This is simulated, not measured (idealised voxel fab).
process module | voxel transistor to metal
cross-section cut | 280 nm wide | cells 5 nm
A cross-section is a grid of square cells, given in bands from the top down. A band is one or more rows of cells.
Each band's line starts with the height of the band's top and of its bottom, in nm. Then come its materials from left to right, each with its width in nm. One material with "throughout" fills the band from edge to edge. "air" is empty space.
Height 0 is the level under which the wafer as received is all one material. The lowest band goes on downwards, as in "0 down".
A width such as "30 to 40" changes by the same amount from each row of cells to the next, from the band's top row to its bottom row.
"no change" after a step means that no cell of the cross-section changed.
closed voids: empty space of 8 cells or more with no open way to the top, each as width x height at its distance from the left edge, in nm
after a step's settings: what the simulator itself notes on the step
overlay nm, on a step with a mask: how far to the right of its planned place the mask lay; to the left if negative
Each pair below shows a cross-section before one step and the cross-section after it, down to the lowest band that changed. The line under each pair gives the step between them, with its settings. The pairs can come from different runs of this module on the same starting wafer, so a pair continues from the pair above only where its "before" says so.
before
  30 to 15: air 55 | SiN 5 | SiO2 5 | SiCN 30 | SiO2 5 | SiN 5 | air 75 | SiN 5 | SiO2 5 | SiCN 30 | SiO2 5 | SiN 5 | air 50
  15 to -5: air 55 | SiN 5 | SiO2 5 | polySi 30 | SiO2 5 | SiN 5 | air 75 | SiN 5 | SiO2 5 | polySi 30 | SiO2 5 | SiN 5 | air 50
  -5 to -10: SiO2 throughout
  -10 to -40: SiO2 25 | Si 105 | SiO2 20 | Si 105 | SiO2 25
  -40 down: Si throughout
  closed voids: none
after
  30 to 25: air 55 | SiN 5 | air 5 | SiCN 30 | air 5 | SiN 5 | air 75 | SiN 5 | air 5 | SiCN 30 | air 5 | SiN 5 | air 50
  25 to 15: air 55 | SiN 5 | SiO2 5 | SiCN 30 | SiO2 5 | SiN 5 | air 75 | SiN 5 | SiO2 5 | SiCN 30 | SiO2 5 | SiN 5 | air 50
  15 to -5: air 55 | SiN 5 | SiO2 5 | polySi 30 | SiO2 5 | SiN 5 | air 75 | SiN 5 | SiO2 5 | polySi 30 | SiO2 5 | SiN 5 | air 50
  -5 to -10: air 55 | SiO2 50 | air 75 | SiO2 50 | air 50
  below -10: unchanged
  closed voids: none
the step between: op DIRECTIONAL_ETCH | etch materials SiO2 | depth nm 5
before: the cross-section after the pair above
after
  30 to 25: air 55 | SiN 5 | air 5 | SiCN 30 | air 5 | SiN 5 | air 75 | SiN 5 | air 5 | SiCN 30 | air 5 | SiN 5 | air 50
  25 to 15: air 55 | SiN 5 | SiO2 5 | SiCN 30 | SiO2 5 | SiN 5 | air 75 | SiN 5 | SiO2 5 | SiCN 30 | SiO2 5 | SiN 5 | air 50
  15 to -5: air 55 | SiN 5 | SiO2 5 | polySi 30 | SiO2 5 | SiN 5 | air 75 | SiN 5 | SiO2 5 | polySi 30 | SiO2 5 | SiN 5 | air 50
  -5 to -10: air 55 | SiO2 50 | air 75 | SiO2 50 | air 50
  -10 to -20: SiO2 25 | air 30 | Si 50 | air 25 | SiO2 20 | air 30 | Si 50 | air 25 | SiO2 25
  below -20: unchanged
  closed voids: none
the step between: op DIRECTIONAL_ETCH | etch materials Si | depth nm 10
before: the cross-section after the pair above
after
  30 to 25: air 55 | SiN 5 | air 5 | SiCN 30 | air 5 | SiN 5 | air 75 | SiN 5 | air 5 | SiCN 30 | air 5 | SiN 5 | air 50
  25 to 15: air 55 | SiN 5 | SiO2 5 | SiCN 30 | SiO2 5 | SiN 5 | air 75 | SiN 5 | SiO2 5 | SiCN 30 | SiO2 5 | SiN 5 | air 50
  15 to 0: air 55 | SiN 5 | SiO2 5 | polySi 30 | SiO2 5 | SiN 5 | air 75 | SiN 5 | SiO2 5 | polySi 30 | SiO2 5 | SiN 5 | air 50
  0 to -5: air 45 | SiGe 10 | SiN 5 | SiO2 5 | polySi 30 | SiO2 5 | SiN 5 | SiGe 10 | air 55 | SiGe 10 | SiN 5 | SiO2 5 | polySi 30 | SiO2 5 | SiN 5 | SiGe 10 | air 40
  -5 to -10: air 45 | SiGe 10 | SiO2 50 | SiGe 10 | air 55 | SiGe 10 | SiO2 50 | SiGe 10 | air 40
  -10 to -20: SiO2 25 | SiGe 30 | Si 50 | SiGe 25 | SiO2 20 | SiGe 30 | Si 50 | SiGe 25 | SiO2 25
  below -20: unchanged
  closed voids: none
the step between: op EPI | material SiGe | thk nm 10
before: the cross-section after the pair above
after
  35 to 30: SiO2 throughout
  30 to 15: SiO2 55 | SiN 5 | SiO2 5 | SiCN 30 | SiO2 5 | SiN 5 | SiO2 75 | SiN 5 | SiO2 5 | SiCN 30 | SiO2 5 | SiN 5 | SiO2 50
  15 to 0: SiO2 55 | SiN 5 | SiO2 5 | polySi 30 | SiO2 5 | SiN 5 | SiO2 75 | SiN 5 | SiO2 5 | polySi 30 | SiO2 5 | SiN 5 | SiO2 50
  0 to -5: SiO2 45 | SiGe 10 | SiN 5 | SiO2 5 | polySi 30 | SiO2 5 | SiN 5 | SiGe 10 | SiO2 55 | SiGe 10 | SiN 5 | SiO2 5 | polySi 30 | SiO2 5 | SiN 5 | SiGe 10 | SiO2 40
  -5 to -10: SiO2 45 | SiGe 10 | SiO2 50 | SiGe 10 | SiO2 55 | SiGe 10 | SiO2 50 | SiGe 10 | SiO2 40
  below -10: unchanged
  closed voids: none
the step between: op FILL_DEP | material SiO2 | thk nm 5
before: the cross-section after the pair above
after
  30 to 15: SiO2 55 | SiN 5 | SiO2 5 | SiCN 30 | SiO2 5 | SiN 5 | SiO2 75 | SiN 5 | SiO2 5 | SiCN 30 | SiO2 5 | SiN 5 | SiO2 50
  below 15: unchanged
  closed voids: none
the step between: op CMP | height nm 30
before: the cross-section after the pair above
after
  40 to 30: SiO2 throughout
  below 30: unchanged
  closed voids: none
the step between: op DIRECTIONAL_DEP | material SiO2 | thk nm 10
before: the cross-section after the pair above
after
  40 to 30: SiO2 30 | air 20 | SiO2 55 | air 20 | SiO2 30 | air 20 | SiO2 55 | air 20 | SiO2 30
  30 to 15: SiO2 30 | air 20 | SiO2 5 | SiN 5 | SiO2 5 | SiCN 30 | SiO2 5 | SiN 5 | air 20 | SiO2 30 | air 20 | SiO2 5 | SiN 5 | SiO2 5 | SiCN 30 | SiO2 5 | SiN 5 | air 20 | SiO2 30
  15 to 0: SiO2 30 | air 20 | SiO2 5 | SiN 5 | SiO2 5 | polySi 30 | SiO2 5 | SiN 5 | air 20 | SiO2 30 | air 20 | SiO2 5 | SiN 5 | SiO2 5 | polySi 30 | SiO2 5 | SiN 5 | air 20 | SiO2 30
  0 to -5: SiO2 30 | air 15 | SiGe 10 | SiN 5 | SiO2 5 | polySi 30 | SiO2 5 | SiN 5 | SiGe 10 | air 10 | SiO2 30 | air 15 | SiGe 10 | SiN 5 | SiO2 5 | polySi 30 | SiO2 5 | SiN 5 | SiGe 10 | air 10 | SiO2 30
  -5 to -10: SiO2 30 | air 15 | SiGe 10 | SiO2 50 | SiGe 10 | air 10 | SiO2 30 | air 15 | SiGe 10 | SiO2 50 | SiGe 10 | air 10 | SiO2 30
  below -10: unchanged
  closed voids: none
the step between: op MASKED_ETCH | tone open | mask id CONTACT | width nm 20 | etch materials SiO2 | depth nm 50 | overlay nm 0
before: the cross-section after the pair above
after
  45 to 40: TiN 35 | air 10 | TiN 65 | air 10 | TiN 40 | air 10 | TiN 65 | air 10 | TiN 35
  40 to 30: SiO2 30 | TiN 5 | air 10 | TiN 5 | SiO2 55 | TiN 5 | air 10 | TiN 5 | SiO2 30 | TiN 5 | air 10 | TiN 5 | SiO2 55 | TiN 5 | air 10 | TiN 5 | SiO2 30
  30 to 15: SiO2 30 | TiN 5 | air 10 | TiN 5 | SiO2 5 | SiN 5 | SiO2 5 | SiCN 30 | SiO2 5 | SiN 5 | TiN 5 | air 10 | TiN 5 | SiO2 30 | TiN 5 | air 10 | TiN 5 | SiO2 5 | SiN 5 | SiO2 5 | SiCN 30 | SiO2 5 | SiN 5 | TiN 5 | air 10 | TiN 5 | SiO2 30
  15 to 5: SiO2 30 | TiN 5 | air 10 | TiN 5 | SiO2 5 | SiN 5 | SiO2 5 | polySi 30 | SiO2 5 | SiN 5 | TiN 5 | air 10 | TiN 5 | SiO2 30 | TiN 5 | air 10 | TiN 5 | SiO2 5 | SiN 5 | SiO2 5 | polySi 30 | SiO2 5 | SiN 5 | TiN 5 | air 10 | TiN 5 | SiO2 30
  5 to 0: SiO2 30 | TiN 5 | air 5 | TiN 10 | SiO2 5 | SiN 5 | SiO2 5 | polySi 30 | SiO2 5 | SiN 5 | TiN 20 | SiO2 30 | TiN 5 | air 5 | TiN 10 | SiO2 5 | SiN 5 | SiO2 5 | polySi 30 | SiO2 5 | SiN 5 | TiN 20 | SiO2 30
  0 to -5: SiO2 30 | TiN 5 | air 5 | TiN 5 | SiGe 10 | SiN 5 | SiO2 5 | polySi 30 | SiO2 5 | SiN 5 | SiGe 10 | TiN 10 | SiO2 30 | TiN 5 | air 5 | TiN 5 | SiGe 10 | SiN 5 | SiO2 5 | polySi 30 | SiO2 5 | SiN 5 | SiGe 10 | TiN 10 | SiO2 30
  -5 to -10: SiO2 30 | TiN 15 | SiGe 10 | SiO2 50 | SiGe 10 | TiN 10 | SiO2 30 | TiN 15 | SiGe 10 | SiO2 50 | SiGe 10 | TiN 10 | SiO2 30
  below -10: unchanged
  closed voids: none
the step between: op CONFORMAL_DEP | material TiN | thk nm 5
before: the cross-section after the pair above
after
  50 to 45: W throughout
  45 to 40: TiN 35 | W 10 | TiN 65 | W 10 | TiN 40 | W 10 | TiN 65 | W 10 | TiN 35
  40 to 30: SiO2 30 | TiN 5 | W 10 | TiN 5 | SiO2 55 | TiN 5 | W 10 | TiN 5 | SiO2 30 | TiN 5 | W 10 | TiN 5 | SiO2 55 | TiN 5 | W 10 | TiN 5 | SiO2 30
  30 to 15: SiO2 30 | TiN 5 | W 10 | TiN 5 | SiO2 5 | SiN 5 | SiO2 5 | SiCN 30 | SiO2 5 | SiN 5 | TiN 5 | W 10 | TiN 5 | SiO2 30 | TiN 5 | W 10 | TiN 5 | SiO2 5 | SiN 5 | SiO2 5 | SiCN 30 | SiO2 5 | SiN 5 | TiN 5 | W 10 | TiN 5 | SiO2 30
  15 to 5: SiO2 30 | TiN 5 | W 10 | TiN 5 | SiO2 5 | SiN 5 | SiO2 5 | polySi 30 | SiO2 5 | SiN 5 | TiN 5 | W 10 | TiN 5 | SiO2 30 | TiN 5 | W 10 | TiN 5 | SiO2 5 | SiN 5 | SiO2 5 | polySi 30 | SiO2 5 | SiN 5 | TiN 5 | W 10 | TiN 5 | SiO2 30
  5 to 0: SiO2 30 | TiN 5 | W 5 | TiN 10 | SiO2 5 | SiN 5 | SiO2 5 | polySi 30 | SiO2 5 | SiN 5 | TiN 20 | SiO2 30 | TiN 5 | W 5 | TiN 10 | SiO2 5 | SiN 5 | SiO2 5 | polySi 30 | SiO2 5 | SiN 5 | TiN 20 | SiO2 30
  0 to -5: SiO2 30 | TiN 5 | W 5 | TiN 5 | SiGe 10 | SiN 5 | SiO2 5 | polySi 30 | SiO2 5 | SiN 5 | SiGe 10 | TiN 10 | SiO2 30 | TiN 5 | W 5 | TiN 5 | SiGe 10 | SiN 5 | SiO2 5 | polySi 30 | SiO2 5 | SiN 5 | SiGe 10 | TiN 10 | SiO2 30
  below -5: unchanged
  closed voids: none
the step between: op FILL_DEP | material W | thk nm 5
before: the cross-section after the pair above
after
  40 to 30: SiO2 30 | TiN 5 | W 10 | TiN 5 | SiO2 55 | TiN 5 | W 10 | TiN 5 | SiO2 30 | TiN 5 | W 10 | TiN 5 | SiO2 55 | TiN 5 | W 10 | TiN 5 | SiO2 30
  below 30: unchanged
  closed voids: none
the step between: op CMP | height nm 40
before: the cross-section after the pair above
after
  45 to 40: SiN throughout
  below 40: unchanged
  closed voids: none
the step between: op CONFORMAL_DEP | material SiN | thk nm 5
before: the cross-section after the pair above
after
  60 to 45: lowk throughout
  below 45: unchanged
  closed voids: none
the step between: op DIRECTIONAL_DEP | material lowk | thk nm 15
before: the cross-section after the pair above
after
  75 to 60: resist 30 | air 20 | resist 55 | air 20 | resist 30 | air 20 | resist 55 | air 20 | resist 30
  below 60: unchanged
  closed voids: none
the step between: op PATTERN | tone open | mask id METAL_1 | material resist | width nm 20 | thk nm 15 | overlay nm 0
before: the cross-section after the pair above
after
  75 to 60: resist 30 | air 20 | resist 55 | air 20 | resist 30 | air 20 | resist 55 | air 20 | resist 30
  60 to 45: lowk 30 | air 20 | lowk 55 | air 20 | lowk 30 | air 20 | lowk 55 | air 20 | lowk 30
  below 45: unchanged
  closed voids: none
the step between: op DIRECTIONAL_ETCH | etch materials lowk | depth nm 15
before: the cross-section after the pair above
after
  75 to 60: resist 30 | air 20 | resist 55 | air 20 | resist 30 | air 20 | resist 55 | air 20 | resist 30
  60 to 45: lowk 30 | air 20 | lowk 55 | air 20 | lowk 30 | air 20 | lowk 55 | air 20 | lowk 30
  45 to 40: SiN 30 | air 20 | SiN 55 | air 20 | SiN 30 | air 20 | SiN 55 | air 20 | SiN 30
  below 40: unchanged
  closed voids: none
the step between: op DIRECTIONAL_ETCH | etch materials SiN | depth nm 5
before: the cross-section after the pair above
after
  60 to 45: lowk 30 | air 20 | lowk 55 | air 20 | lowk 30 | air 20 | lowk 55 | air 20 | lowk 30
  below 45: unchanged
  closed voids: none
the step between: op STRIP | etch materials resist
before: the cross-section after the pair above
after
  65 to 60: TiN 35 | air 10 | TiN 65 | air 10 | TiN 40 | air 10 | TiN 65 | air 10 | TiN 35
  60 to 45: lowk 30 | TiN 5 | air 10 | TiN 5 | lowk 55 | TiN 5 | air 10 | TiN 5 | lowk 30 | TiN 5 | air 10 | TiN 5 | lowk 55 | TiN 5 | air 10 | TiN 5 | lowk 30
  45 to 40: SiN 30 | TiN 20 | SiN 55 | TiN 20 | SiN 30 | TiN 20 | SiN 55 | TiN 20 | SiN 30
  below 40: unchanged
  closed voids: none
the step between: op CONFORMAL_DEP | material TiN | thk nm 5
before: the cross-section after the pair above
after
  70 to 65: Cu throughout
  65 to 60: TiN 35 | Cu 10 | TiN 65 | Cu 10 | TiN 40 | Cu 10 | TiN 65 | Cu 10 | TiN 35
  60 to 45: lowk 30 | TiN 5 | Cu 10 | TiN 5 | lowk 55 | TiN 5 | Cu 10 | TiN 5 | lowk 30 | TiN 5 | Cu 10 | TiN 5 | lowk 55 | TiN 5 | Cu 10 | TiN 5 | lowk 30
  below 45: unchanged
  closed voids: none
the step between: op FILL_DEP | material Cu | thk nm 5
before: the cross-section after the pair above
after
  60 to 45: lowk 30 | TiN 5 | Cu 10 | TiN 5 | lowk 55 | TiN 5 | Cu 10 | TiN 5 | lowk 30 | TiN 5 | Cu 10 | TiN 5 | lowk 55 | TiN 5 | Cu 10 | TiN 5 | lowk 30
  below 45: unchanged
  closed voids: none
the step between: op CMP | height nm 60
before: the cross-section after the pair above
after
  65 to 60: SiCN throughout
  below 60: unchanged
  closed voids: none
the step between: op CONFORMAL_DEP | material SiCN | thk nm 5
before: the cross-section after the pair above
after
  95 to 65: SiO2 throughout
  below 65: unchanged
  closed voids: none
the step between: op DIRECTIONAL_DEP | material SiO2 | thk nm 30
before: the cross-section after the pair above
after
  95 to 65: SiO2 30 | air 15 | SiO2 110 | air 15 | SiO2 110
  below 65: unchanged
  closed voids: none
the step between: op MASKED_ETCH | tone open | mask id METAL_2_HOLES | width nm 15 | pitch nm 125 | etch materials SiO2 | depth nm 30 | overlay nm 0
before: the cross-section after the pair above
after
  95 to 80: SiO2 30 | air 20 | SiO2 105 | air 20 | SiO2 105
  below 80: unchanged
  closed voids: none
the step between: op MASKED_ETCH | tone open | mask id METAL_2 | width nm 20 | pitch nm 125 | etch materials SiO2 | depth nm 15 | overlay nm 0
before: the cross-section after the pair above
after
  95 to 80: SiO2 30 | air 20 | SiO2 105 | air 20 | SiO2 105
  80 to 65: SiO2 30 | air 15 | SiO2 110 | air 15 | SiO2 110
  65 to 60: SiCN 30 | air 15 | SiCN 110 | air 15 | SiCN 110
  below 60: unchanged
  closed voids: none
the step between: op MASKED_ETCH | tone open | mask id METAL_2 | width nm 20 | pitch nm 125 | etch materials SiCN | depth nm 5 | overlay nm 0
before: the cross-section after the pair above
after
  100 to 95: TiN 35 | air 10 | TiN 115 | air 10 | TiN 110
  95 to 85: SiO2 30 | TiN 5 | air 10 | TiN 5 | SiO2 105 | TiN 5 | air 10 | TiN 5 | SiO2 105
  85 to 80: SiO2 30 | TiN 5 | air 5 | TiN 10 | SiO2 105 | TiN 5 | air 5 | TiN 10 | SiO2 105
  80 to 65: SiO2 30 | TiN 5 | air 5 | TiN 5 | SiO2 110 | TiN 5 | air 5 | TiN 5 | SiO2 110
  65 to 60: SiCN 30 | TiN 15 | SiCN 110 | TiN 15 | SiCN 110
  below 60: unchanged
  closed voids: none
the step between: op CONFORMAL_DEP | material TiN | thk nm 5
before: the cross-section after the pair above
after
  105 to 100: Cu throughout
  100 to 95: TiN 35 | Cu 10 | TiN 115 | Cu 10 | TiN 110
  95 to 85: SiO2 30 | TiN 5 | Cu 10 | TiN 5 | SiO2 105 | TiN 5 | Cu 10 | TiN 5 | SiO2 105
  85 to 80: SiO2 30 | TiN 5 | Cu 5 | TiN 10 | SiO2 105 | TiN 5 | Cu 5 | TiN 10 | SiO2 105
  80 to 65: SiO2 30 | TiN 5 | Cu 5 | TiN 5 | SiO2 110 | TiN 5 | Cu 5 | TiN 5 | SiO2 110
  below 65: unchanged
  closed voids: none
the step between: op FILL_DEP | material Cu | thk nm 5
before: the cross-section after the pair above
after
  95 to 85: SiO2 30 | TiN 5 | Cu 10 | TiN 5 | SiO2 105 | TiN 5 | Cu 10 | TiN 5 | SiO2 105
  below 85: unchanged
  closed voids: none
the step between: op CMP | height nm 95
before: the cross-section after the pair above
after
  100 to 95: SiCN throughout
  below 95: unchanged
  closed voids: none
the step between: op CONFORMAL_DEP | material SiCN | thk nm 5
before
  95 to 80: SiO2 30 | air 20 | SiO2 105 | air 20 | SiO2 105
  80 to 65: SiO2 30 | air 15 | SiO2 110 | air 15 | SiO2 110
  65 to 60: SiCN throughout
  60 to 45: lowk 30 | TiN 5 | Cu 10 | TiN 5 | lowk 55 | TiN 5 | Cu 10 | TiN 5 | lowk 30 | TiN 5 | Cu 10 | TiN 5 | lowk 55 | TiN 5 | Cu 10 | TiN 5 | lowk 30
  45 to 40: SiN 30 | TiN 20 | SiN 55 | TiN 20 | SiN 30 | TiN 20 | SiN 55 | TiN 20 | SiN 30
  40 to 30: SiO2 30 | TiN 5 | W 10 | TiN 5 | SiO2 55 | TiN 5 | W 10 | TiN 5 | SiO2 30 | TiN 5 | W 10 | TiN 5 | SiO2 55 | TiN 5 | W 10 | TiN 5 | SiO2 30
  30 to 15: SiO2 30 | TiN 5 | W 10 | TiN 5 | SiO2 5 | SiN 5 | SiO2 5 | SiCN 25 | SiO2 5 | SiN 5 | SiO2 5 | TiN 5 | W 10 | TiN 5 | SiO2 30 | TiN 5 | W 10 | TiN 5 | SiO2 5 | SiN 5 | SiO2 5 | SiCN 25 | SiO2 5 | SiN 5 | SiO2 5 | TiN 5 | W 10 | TiN 5 | SiO2 30
  15 to 5: SiO2 30 | TiN 5 | W 10 | TiN 5 | SiO2 5 | SiN 5 | SiO2 5 | polySi 25 | SiO2 5 | SiN 5 | SiO2 5 | TiN 5 | W 10 | TiN 5 | SiO2 30 | TiN 5 | W 10 | TiN 5 | SiO2 5 | SiN 5 | SiO2 5 | polySi 25 | SiO2 5 | SiN 5 | SiO2 5 | TiN 5 | W 10 | TiN 5 | SiO2 30
  5 to 0: SiO2 30 | TiN 5 | W 5 | TiN 10 | SiO2 5 | SiN 5 | SiO2 5 | polySi 25 | SiO2 5 | SiN 5 | SiO2 5 | TiN 10 | W 5 | TiN 5 | SiO2 30 | TiN 5 | W 5 | TiN 10 | SiO2 5 | SiN 5 | SiO2 5 | polySi 25 | SiO2 5 | SiN 5 | SiO2 5 | TiN 10 | W 5 | TiN 5 | SiO2 30
  0 to -5: SiO2 30 | TiN 5 | W 5 | TiN 5 | SiGe 10 | SiN 5 | SiO2 5 | polySi 25 | SiO2 5 | SiN 5 | SiGe 10 | TiN 5 | W 5 | TiN 5 | SiO2 30 | TiN 5 | W 5 | TiN 5 | SiGe 10 | SiN 5 | SiO2 5 | polySi 25 | SiO2 5 | SiN 5 | SiGe 10 | TiN 5 | W 5 | TiN 5 | SiO2 30
  -5 to -10: SiO2 30 | TiN 15 | SiGe 10 | SiO2 45 | SiGe 10 | TiN 15 | SiO2 30 | TiN 15 | SiGe 10 | SiO2 45 | SiGe 10 | TiN 15 | SiO2 30
  -10 to -20: SiO2 25 | SiGe 30 | Si 45 | SiGe 30 | SiO2 20 | SiGe 30 | Si 45 | SiGe 30 | SiO2 25
  -20 to -40: SiO2 25 | Si 105 | SiO2 20 | Si 105 | SiO2 25
  -40 down: Si throughout
  closed voids: none
after
  95 to 80: SiO2 30 | air 20 | SiO2 105 | air 20 | SiO2 105
  80 to 65: SiO2 30 | air 15 | SiO2 110 | air 15 | SiO2 110
  65 to 60: SiCN 30 | air 10 | SiCN 115 | air 10 | SiCN 115
  below 60: unchanged
  closed voids: none
the step between: op MASKED_ETCH | tone open | mask id METAL_2 | width nm 20 | pitch nm 125 | etch materials SiCN | depth nm 5 | overlay nm -10
before: the cross-section after the pair above
after
  100 to 95: TiN 35 | air 10 | TiN 115 | air 10 | TiN 110
  95 to 85: SiO2 30 | TiN 5 | air 10 | TiN 5 | SiO2 105 | TiN 5 | air 10 | TiN 5 | SiO2 105
  85 to 80: SiO2 30 | TiN 5 | air 5 | TiN 10 | SiO2 105 | TiN 5 | air 5 | TiN 10 | SiO2 105
  80 to 70: SiO2 30 | TiN 5 | air 5 | TiN 5 | SiO2 110 | TiN 5 | air 5 | TiN 5 | SiO2 110
  70 to 65: SiO2 30 | TiN 15 | SiO2 110 | TiN 15 | SiO2 110
  65 to 60: SiCN 30 | TiN 10 | SiCN 115 | TiN 10 | SiCN 115
  below 60: unchanged
  closed voids: none
the step between: op CONFORMAL_DEP | material TiN | thk nm 5
before: the cross-section after the pair above
after
  105 to 100: Cu throughout
  100 to 95: TiN 35 | Cu 10 | TiN 115 | Cu 10 | TiN 110
  95 to 85: SiO2 30 | TiN 5 | Cu 10 | TiN 5 | SiO2 105 | TiN 5 | Cu 10 | TiN 5 | SiO2 105
  85 to 80: SiO2 30 | TiN 5 | Cu 5 | TiN 10 | SiO2 105 | TiN 5 | Cu 5 | TiN 10 | SiO2 105
  80 to 70: SiO2 30 | TiN 5 | Cu 5 | TiN 5 | SiO2 110 | TiN 5 | Cu 5 | TiN 5 | SiO2 110
  below 70: unchanged
  closed voids: none
the step between: op FILL_DEP | material Cu | thk nm 5
before: the cross-section after the pair above
after
  95 to 85: SiO2 30 | TiN 5 | Cu 10 | TiN 5 | SiO2 105 | TiN 5 | Cu 10 | TiN 5 | SiO2 105
  below 85: unchanged
  closed voids: none
the step between: op CMP | height nm 95
before: the cross-section after the pair above
after
  100 to 95: SiCN throughout
  below 95: unchanged
  closed voids: none
the step between: op CONFORMAL_DEP | material SiCN | thk nm 5
before
  45 to 40: TiN 35 | air 10 | TiN 65 | air 10 | TiN 40 | air 10 | TiN 65 | air 10 | TiN 35
  40 to 30: SiO2 30 | TiN 5 | air 10 | TiN 5 | SiO2 55 | TiN 5 | air 10 | TiN 5 | SiO2 30 | TiN 5 | air 10 | TiN 5 | SiO2 55 | TiN 5 | air 10 | TiN 5 | SiO2 30
  30 to 15: SiO2 30 | TiN 5 | air 10 | TiN 5 | SiO2 5 | SiN 5 | SiO2 5 | SiCN 25 | SiO2 5 | SiN 5 | SiO2 5 | TiN 5 | air 10 | TiN 5 | SiO2 30 | TiN 5 | air 10 | TiN 5 | SiO2 5 | SiN 5 | SiO2 5 | SiCN 25 | SiO2 5 | SiN 5 | SiO2 5 | TiN 5 | air 10 | TiN 5 | SiO2 30
  15 to 5: SiO2 30 | TiN 5 | air 10 | TiN 5 | SiO2 5 | SiN 5 | SiO2 5 | polySi 25 | SiO2 5 | SiN 5 | SiO2 5 | TiN 5 | air 10 | TiN 5 | SiO2 30 | TiN 5 | air 10 | TiN 5 | SiO2 5 | SiN 5 | SiO2 5 | polySi 25 | SiO2 5 | SiN 5 | SiO2 5 | TiN 5 | air 10 | TiN 5 | SiO2 30
  5 to 0: SiO2 30 | TiN 5 | air 5 | TiN 10 | SiO2 5 | SiN 5 | SiO2 5 | polySi 25 | SiO2 5 | SiN 5 | SiO2 5 | TiN 10 | air 5 | TiN 5 | SiO2 30 | TiN 5 | air 5 | TiN 10 | SiO2 5 | SiN 5 | SiO2 5 | polySi 25 | SiO2 5 | SiN 5 | SiO2 5 | TiN 10 | air 5 | TiN 5 | SiO2 30
  0 to -5: SiO2 30 | TiN 5 | air 5 | TiN 5 | SiGe 10 | SiN 5 | SiO2 5 | polySi 25 | SiO2 5 | SiN 5 | SiGe 10 | TiN 5 | air 5 | TiN 5 | SiO2 30 | TiN 5 | air 5 | TiN 5 | SiGe 10 | SiN 5 | SiO2 5 | polySi 25 | SiO2 5 | SiN 5 | SiGe 10 | TiN 5 | air 5 | TiN 5 | SiO2 30
  -5 to -10: SiO2 30 | TiN 15 | SiGe 10 | SiO2 45 | SiGe 10 | TiN 15 | SiO2 30 | TiN 15 | SiGe 10 | SiO2 45 | SiGe 10 | TiN 15 | SiO2 30
  -10 to -20: SiO2 25 | SiGe 30 | Si 45 | SiGe 30 | SiO2 20 | SiGe 30 | Si 45 | SiGe 30 | SiO2 25
  -20 to -40: SiO2 25 | Si 105 | SiO2 20 | Si 105 | SiO2 25
  -40 down: Si throughout
  closed voids: none
after
  50 to 45: SiN throughout
  45 to 40: TiN 35 | SiN 10 | TiN 65 | SiN 10 | TiN 40 | SiN 10 | TiN 65 | SiN 10 | TiN 35
  40 to 30: SiO2 30 | TiN 5 | SiN 10 | TiN 5 | SiO2 55 | TiN 5 | SiN 10 | TiN 5 | SiO2 30 | TiN 5 | SiN 10 | TiN 5 | SiO2 55 | TiN 5 | SiN 10 | TiN 5 | SiO2 30
  30 to 15: SiO2 30 | TiN 5 | SiN 10 | TiN 5 | SiO2 5 | SiN 5 | SiO2 5 | SiCN 25 | SiO2 5 | SiN 5 | SiO2 5 | TiN 5 | SiN 10 | TiN 5 | SiO2 30 | TiN 5 | SiN 10 | TiN 5 | SiO2 5 | SiN 5 | SiO2 5 | SiCN 25 | SiO2 5 | SiN 5 | SiO2 5 | TiN 5 | SiN 10 | TiN 5 | SiO2 30
  15 to 5: SiO2 30 | TiN 5 | SiN 10 | TiN 5 | SiO2 5 | SiN 5 | SiO2 5 | polySi 25 | SiO2 5 | SiN 5 | SiO2 5 | TiN 5 | SiN 10 | TiN 5 | SiO2 30 | TiN 5 | SiN 10 | TiN 5 | SiO2 5 | SiN 5 | SiO2 5 | polySi 25 | SiO2 5 | SiN 5 | SiO2 5 | TiN 5 | SiN 10 | TiN 5 | SiO2 30
  5 to 0: SiO2 30 | TiN 5 | SiN 5 | TiN 10 | SiO2 5 | SiN 5 | SiO2 5 | polySi 25 | SiO2 5 | SiN 5 | SiO2 5 | TiN 10 | SiN 5 | TiN 5 | SiO2 30 | TiN 5 | SiN 5 | TiN 10 | SiO2 5 | SiN 5 | SiO2 5 | polySi 25 | SiO2 5 | SiN 5 | SiO2 5 | TiN 10 | SiN 5 | TiN 5 | SiO2 30
  0 to -5: SiO2 30 | TiN 5 | SiN 5 | TiN 5 | SiGe 10 | SiN 5 | SiO2 5 | polySi 25 | SiO2 5 | SiN 5 | SiGe 10 | TiN 5 | SiN 5 | TiN 5 | SiO2 30 | TiN 5 | SiN 5 | TiN 5 | SiGe 10 | SiN 5 | SiO2 5 | polySi 25 | SiO2 5 | SiN 5 | SiGe 10 | TiN 5 | SiN 5 | TiN 5 | SiO2 30
  below -5: unchanged
  closed voids: none
the step between: op FILL_DEP | material SiN | thk nm 5
before: the cross-section after the pair above
after
  40 to 30: SiO2 30 | TiN 5 | SiN 10 | TiN 5 | SiO2 55 | TiN 5 | SiN 10 | TiN 5 | SiO2 30 | TiN 5 | SiN 10 | TiN 5 | SiO2 55 | TiN 5 | SiN 10 | TiN 5 | SiO2 30
  below 30: unchanged
  closed voids: none
the step between: op CMP | height nm 40
before: the cross-section after the pair above
after
  45 to 40: SiN throughout
  below 40: unchanged
  closed voids: none
the step between: op CONFORMAL_DEP | material SiN | thk nm 5
before: the cross-section after the pair above
after
  60 to 45: lowk throughout
  below 45: unchanged
  closed voids: none
the step between: op DIRECTIONAL_DEP | material lowk | thk nm 15
before: the cross-section after the pair above
after
  75 to 60: resist 30 | air 20 | resist 55 | air 20 | resist 30 | air 20 | resist 55 | air 20 | resist 30
  below 60: unchanged
  closed voids: none
the step between: op PATTERN | tone open | mask id METAL_1 | material resist | width nm 20 | thk nm 15 | overlay nm 0
before: the cross-section after the pair above
after
  75 to 60: resist 30 | air 20 | resist 55 | air 20 | resist 30 | air 20 | resist 55 | air 20 | resist 30
  60 to 45: lowk 30 | air 20 | lowk 55 | air 20 | lowk 30 | air 20 | lowk 55 | air 20 | lowk 30
  below 45: unchanged
  closed voids: none
the step between: op DIRECTIONAL_ETCH | etch materials lowk | depth nm 15
before: the cross-section after the pair above
after
  75 to 60: resist 30 | air 20 | resist 55 | air 20 | resist 30 | air 20 | resist 55 | air 20 | resist 30
  60 to 45: lowk 30 | air 20 | lowk 55 | air 20 | lowk 30 | air 20 | lowk 55 | air 20 | lowk 30
  45 to 40: SiN 30 | air 20 | SiN 55 | air 20 | SiN 30 | air 20 | SiN 55 | air 20 | SiN 30
  below 40: unchanged
  closed voids: none
the step between: op DIRECTIONAL_ETCH | etch materials SiN | depth nm 5
before: the cross-section after the pair above
after
  60 to 45: lowk 30 | air 20 | lowk 55 | air 20 | lowk 30 | air 20 | lowk 55 | air 20 | lowk 30
  below 45: unchanged
  closed voids: none
the step between: op STRIP | etch materials resist
